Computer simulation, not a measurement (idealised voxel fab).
Documented hereafter: the process module known as voxel self aligned contacts.
The figure presents cross-section cut, which has a width of 180 nm and is divided into square cells with an edge length of 5 nm.
For the purposes of this document, a cross-section shall be understood as a grid of square cells, specified as bands listed in top-to-bottom order, each band consisting of one or more rows of cells.
Band: top and bottom heights (nm) first, top before bottom; then materials from left to right, widths in nm. "full width" marks a sole material filling the band edge to edge. "air" denotes empty space.
Zero point of the height axis is 0; under it, received wafer = one material. Lowest band: continues down indefinitely, "z 0 and below".
Top row gets the first number, bottom row gets the second, and each row in between changes by the same step: that is how a band width like "30->40" works.
"no alterations made" after a step means that no cell of the cross-section changed.
The entry "Internal closed voids" lists the empty spaces that cover at least 8 cells and have no open path to the top. Each is written as width x height at distance, where the distance is measured from the left edge and all three values are in nm.
Where a step's line continues beyond its settings, the continuation is a remark by the simulator itself on that step.
Regarding "overlay nm": on a step with a mask, it is the distance the mask lay to the right of its planned place; a negative value places it to the left.

**Process steps foreseen in the plan**
1. RECEIVE with material Si
2. CONFORMAL_DEP with material SiO2, thk nm 5
3. DIRECTIONAL_DEP with material polySi, thk nm 20
4. DIRECTIONAL_DEP with material SiN, thk nm 15
5. PATTERN with tone cover, mask id GATE, material resist, width nm 30, pitch nm 60, thk nm 20, overlay nm 0
6. DIRECTIONAL_ETCH with etch materials SiN, depth nm 15
7. DIRECTIONAL_ETCH with etch materials polySi, depth nm 20
8. STRIP with etch materials resist
9. CONFORMAL_DEP with material SiN, thk nm 5
10. DIRECTIONAL_ETCH with etch materials SiN, depth nm 5
11. FILL_DEP with material SiO2, thk nm 15
12. CMP with height nm 50
13. PATTERN with tone open, mask id CONTACT, material resist, width nm 40, thk nm 15, overlay nm 0
14. DIRECTIONAL_ETCH with etch materials SiO2, depth nm 50
15. STRIP with etch materials resist
16. CONFORMAL_DEP with material TiN, thk nm 5
17. FILL_DEP with material Ru, thk nm 10
18. CMP with height nm 50
19. CONFORMAL_DEP with material SiN, thk nm 5

**Cross-section of the incoming wafer, state after step 1**
    z 0 and below = Si full width
    Internal closed voids: none

**First of two wafers, end-of-module section, run followed plan**
    z 55 to 50 = SiN full width
    z 50 to 40 = SiO2 (70), TiN (5->15), Ru (30->10), TiN (5->15), SiO2 (70)
    z 40 to 25 = SiO2 (40), SiN (40), TiN (5), Ru (10), TiN (5), SiN (40), SiO2 (40)
    z 25 to 5 = SiO2 (40), SiN (5), polySi (30), SiN (5), TiN (5), Ru (10), TiN (5), SiN (5), polySi (30), SiN (5), SiO2 (40)
    z 5 to 0 = SiO2 (80), TiN (20), SiO2 (80)
    z 0 and below = Si full width
    Internal closed voids: none

**Cross-section, wafer two of two, end of module: same start and plan as wafer one, one error in execution**
    z 55 to 50 = SiN full width
    z 50 to 40 = SiO2 (70), TiN (5->15), Ru (30->10), TiN (5->15), SiO2 (70)
    z 40 to 25 = SiO2 (40), SiN (40), TiN (5), Ru (10), TiN (5), SiN (40), SiO2 (40)
    z 25 to 15 = SiO2 (40), SiN (5), polySi (30), SiN (5), TiN (5), Ru (10), TiN (5), SiN (5), polySi (30), SiN (5), SiO2 (40)
    z 15 to 10 = SiO2 (40), SiN (5), polySi (30), SiN (5), TiN (20), SiN (5), polySi (30), SiN (5), SiO2 (40)
    z 10 to 5 = SiO2 (40), SiN (5), polySi (30), SiN (5), SiO2 (20), SiN (5), polySi (30), SiN (5), SiO2 (40)
    z 5 to 0 = SiO2 full width
    z 0 and below = Si full width
    Internal closed voids: none
Deviation noted in wafer processing: step 14 was processed under conditions differing from the plan, specifically as DIRECTIONAL_ETCH with etch materials SiO2, depth nm 40
Count the cells at the end and the second wafer has more or fewer of some materials than the first: Ru -4, SiO2 +8, TiN -4
